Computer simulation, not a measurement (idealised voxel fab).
The document below concerns the process module designated voxel plated lines.
FYI the section here is cut, 290 nm wide, cells are 5 nm squares.
Reading order for cross-sections: top band down to bottom band. Underlying form: a grid of square cells. Band size: one or more rows of cells.
Quick guide to a band line: top height, bottom height (nm) up front; then every material left to right with its width in nm. Only one material and it's marked "full width"? Then it fills the band edge to edge. And "empty" just means empty space.
Heads up on the height convention: 0 is the point under which the incoming wafer is all one material, and the lowest band has no bottom, it just keeps going down, like "top 0, no bottom".
Width "30->40": first value at the band's top row of cells, second value at its bottom row, equal change from row to row.
"remains unaltered", as given for a step, is the statement that not any cell of the cross-section underwent a change during that step.
Under "Enclosed void listing" you'll find the enclosed gaps, the ones with no way out to the top, that are 8 cells or bigger; each reads width x height at distance, with distance counted from the left edge, everything in nm.
Where a step's line continues beyond its settings, the continuation is a remark by the simulator itself on that step.
The line of a step may include "overlay nm". On a step with a mask, this value is how far to the right of its planned place the mask lay. A negative value means the mask lay to the left.
## These are the steps we planned for the process
- 1: RECEIVE (material Si)
- 2: CONFORMAL_DEP (material Al2O3; thk nm 10)
- 3: DIRECTIONAL_DEP (material TiN; thk nm 5)
- 4: PATTERN (tone open; mask id LINES; material resist; width nm 20; pitch nm 35; thk nm 35; overlay nm 0)
- 5: EPI (material Ru; thk nm 5)
- 6: EPI (material Ru; thk nm 5)
- 7: EPI (material Ru; thk nm 10)
- 8: STRIP (etch materials resist)
- 9: DIRECTIONAL_ETCH (etch materials TiN; depth nm 5)
- 10: CONFORMAL_DEP (material SiCN; thk nm 5)
## first wafer, as planned
## Wafer cross-section on receipt, i.e. after step 1
- top 0, no bottom  Si full width
- Enclosed void listing: none
## Cross-section through the wafer, step 2 finished
- top 10, bottom 0  Al2O3 full width
- Note: structure below 0 unchanged.
## Cross-section through the wafer, step 3 finished
- top 15, bottom 10  TiN full width
- Note: structure below 10 unchanged.
## Cross-section through the wafer, step 4 finished
- top 50, bottom 15  resist (80); empty (20); resist (15); empty (20); resist (15); empty (20); resist (15); empty (20); resist (85)
- Note: structure below 15 unchanged.
## Cross-section through the wafer, step 5 finished
- top 50, bottom 20  resist (80); empty (20); resist (15); empty (20); resist (15); empty (20); resist (15); empty (20); resist (85)
- top 20, bottom 15  resist (80); Ru (20); resist (15); Ru (20); resist (15); Ru (20); resist (15); Ru (20); resist (85)
- Note: structure below 15 unchanged.
## Cross-section through the wafer, step 6 finished
- top 50, bottom 25  resist (80); empty (20); resist (15); empty (20); resist (15); empty (20); resist (15); empty (20); resist (85)
- top 25, bottom 15  resist (80); Ru (20); resist (15); Ru (20); resist (15); Ru (20); resist (15); Ru (20); resist (85)
- Note: structure below 15 unchanged.
## Cross-section through the wafer, step 7 finished
- top 50, bottom 35  resist (80); empty (20); resist (15); empty (20); resist (15); empty (20); resist (15); empty (20); resist (85)
- top 35, bottom 15  resist (80); Ru (20); resist (15); Ru (20); resist (15); Ru (20); resist (15); Ru (20); resist (85)
- Note: structure below 15 unchanged.
## Cross-section through the wafer, step 8 finished
- top 35, bottom 15  empty (80); Ru (20); empty (15); Ru (20); empty (15); Ru (20); empty (15); Ru (20); empty (85)
- Note: structure below 15 unchanged.
## Cross-section through the wafer, step 9 finished
- top 35, bottom 15  empty (80); Ru (20); empty (15); Ru (20); empty (15); Ru (20); empty (15); Ru (20); empty (85)
- top 15, bottom 10  empty (80); TiN (20); empty (15); TiN (20); empty (15); TiN (20); empty (15); TiN (20); empty (85)
- Note: structure below 10 unchanged.
## Cross-section through the wafer, step 10 finished
- top 40, bottom 35  empty (75); SiCN (30); empty (5); SiCN (30); empty (5); SiCN (30); empty (5); SiCN (30); empty (80)
- top 35, bottom 15  empty (75); SiCN (5); Ru (20); SiCN (5); empty (5); SiCN (5); Ru (20); SiCN (5); empty (5); SiCN (5); Ru (20); SiCN (5); empty (5); SiCN (5); Ru (20); SiCN (5); empty (80)
- top 15, bottom 10  SiCN (80); TiN (20); SiCN (15); TiN (20); SiCN (15); TiN (20); SiCN (15); TiN (20); SiCN (85)
- Note: structure below 10 unchanged.
## Okay, second wafer. Nothing different at the start, nothing different in the plan, just one mistake somewhere in the running. As far as step 1, counting that step, it's the first wafer all over again
## X-section, second wafer, when step 2 was due to finish
- top 5, bottom 0  Al2O3 full width
- Note: structure below 0 unchanged.
## X-section, second wafer, when step 3 was due to finish
- top 10, bottom 5  TiN full width
- Note: structure below 5 unchanged.
## X-section, second wafer, when step 4 was due to finish
- top 45, bottom 10  resist (80); empty (20); resist (15); empty (20); resist (15); empty (20); resist (15); empty (20); resist (85)
- Note: structure below 10 unchanged.
## X-section, second wafer, when step 5 was due to finish
- top 45, bottom 15  resist (80); empty (20); resist (15); empty (20); resist (15); empty (20); resist (15); empty (20); resist (85)
- top 15, bottom 10  resist (80); Ru (20); resist (15); Ru (20); resist (15); Ru (20); resist (15); Ru (20); resist (85)
- Note: structure below 10 unchanged.
## X-section, second wafer, when step 6 was due to finish
- top 45, bottom 20  resist (80); empty (20); resist (15); empty (20); resist (15); empty (20); resist (15); empty (20); resist (85)
- top 20, bottom 10  resist (80); Ru (20); resist (15); Ru (20); resist (15); Ru (20); resist (15); Ru (20); resist (85)
- Note: structure below 10 unchanged.
## X-section, second wafer, when step 7 was due to finish
- top 45, bottom 30  resist (80); empty (20); resist (15); empty (20); resist (15); empty (20); resist (15); empty (20); resist (85)
- top 30, bottom 10  resist (80); Ru (20); resist (15); Ru (20); resist (15); Ru (20); resist (15); Ru (20); resist (85)
- Note: structure below 10 unchanged.
## X-section, second wafer, when step 8 was due to finish
- top 30, bottom 10  empty (80); Ru (20); empty (15); Ru (20); empty (15); Ru (20); empty (15); Ru (20); empty (85)
- Note: structure below 10 unchanged.
## X-section, second wafer, when step 9 was due to finish
- top 30, bottom 10  empty (80); Ru (20); empty (15); Ru (20); empty (15); Ru (20); empty (15); Ru (20); empty (85)
- top 10, bottom 5  empty (80); TiN (20); empty (15); TiN (20); empty (15); TiN (20); empty (15); TiN (20); empty (85)
- Note: structure below 5 unchanged.
## X-section, second wafer, when step 10 was due to finish
- top 35, bottom 30  empty (75); SiCN (30); empty (5); SiCN (30); empty (5); SiCN (30); empty (5); SiCN (30); empty (80)
- top 30, bottom 10  empty (75); SiCN (5); Ru (20); SiCN (5); empty (5); SiCN (5); Ru (20); SiCN (5); empty (5); SiCN (5); Ru (20); SiCN (5); empty (5); SiCN (5); Ru (20); SiCN (5); empty (80)
- top 10, bottom 5  SiCN (80); TiN (20); SiCN (15); TiN (20); SiCN (15); TiN (20); SiCN (15); TiN (20); SiCN (85)
- Note: structure below 5 unchanged.
Against the plan, the run slipped here: step 2 off recipe, ran as CONFORMAL_DEP (material Al2O3; thk nm 5)
It is noted that, at the conclusion of processing, the second wafer exhibits a higher or lower cell count for certain materials relative to the first: -58 Al2O3
